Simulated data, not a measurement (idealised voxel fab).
process module | voxel ribs on slabs
cross-section cut | 155 nm wide | cells 5 nm
A cross-section is a grid of square cells, given in bands from the top down. A band is one or more rows of cells.
Each band's line starts with the height of the band's top and of its bottom, in nm. Then come its materials from left to right, each with its width in nm. One material with "throughout" fills the band from edge to edge. "air" is empty space.
Height 0 is the level under which the wafer as received is all one material. The lowest band goes on downwards, as in "0 down".
A width such as "30 to 40" changes by the same amount from each row of cells to the next, from the band's top row to its bottom row.
"no change" after a step means that no cell of the cross-section changed.
closed voids: empty space of 8 cells or more with no open way to the top, each as width x height at its distance from the left edge, in nm
after a step's settings: what the simulator itself notes on the step
overlay nm, on a step with a mask: how far to the right of its planned place the mask lay; to the left if negative
plan
1 op RECEIVE | material Si
2 op DIRECTIONAL_DEP | material SiO2 | thk nm 30
3 op DIRECTIONAL_DEP | material SiN | thk nm 25
4 op PATTERN | tone cover | mask id RIB | material resist | width nm 20 | thk nm 15 | overlay nm 0
5 op DIRECTIONAL_ETCH | etch materials SiN | depth nm 20
6 op STRIP | etch materials resist
7 op MASKED_ETCH | tone cover | mask id SLAB | width nm 50 | etch materials SiN | depth nm 5 | overlay nm 0
8 op FILL_DEP | material SiO2 | thk nm 20
9 op CMP | height nm 70
10 op DIRECTIONAL_DEP | material W | thk nm 10
11 op DIRECTIONAL_DEP | material aC | thk nm 15
12 op PATTERN | tone cover | mask id HEATER | material resist | width nm 30 | thk nm 30 | overlay nm 0
13 op DIRECTIONAL_ETCH | etch materials aC | depth nm 15
14 op STRIP | etch materials resist
15 op DIRECTIONAL_ETCH | etch materials W | depth nm 10
16 op STRIP | etch materials aC
17 op CONFORMAL_DEP | material SiN | thk nm 5
as received, after step 1
  0 down: Si throughout
  closed voids: none
first wafer at the end, as planned
  85 to 80: air 55 | SiN 40 | air 60
  80 to 75: air 55 | SiN 5 | W 30 | SiN 5 | air 60
  75 to 70: SiN 60 | W 30 | SiN 65
  70 to 55: SiO2 throughout
  55 to 35: SiO2 65 | SiN 20 | SiO2 70
  35 to 30: SiO2 50 | SiN 50 | SiO2 55
  30 to 0: SiO2 throughout
  0 down: Si throughout
  closed voids: none
second wafer at the end: like start, like plan, one mistake
  85 to 80: air 55 | SiN 40 | air 60
  80 to 75: air 55 | SiN 5 | W 30 | SiN 5 | air 60
  75 to 70: SiN 60 | W 30 | SiN 65
  70 to 25: SiO2 throughout
  25 to 0: SiN throughout
  0 down: Si throughout
  closed voids: none
what went wrong: steps 2 and 3 were swapped
at the end the second wafer has, in cells: 129 more of SiN | 129 fewer of SiO2
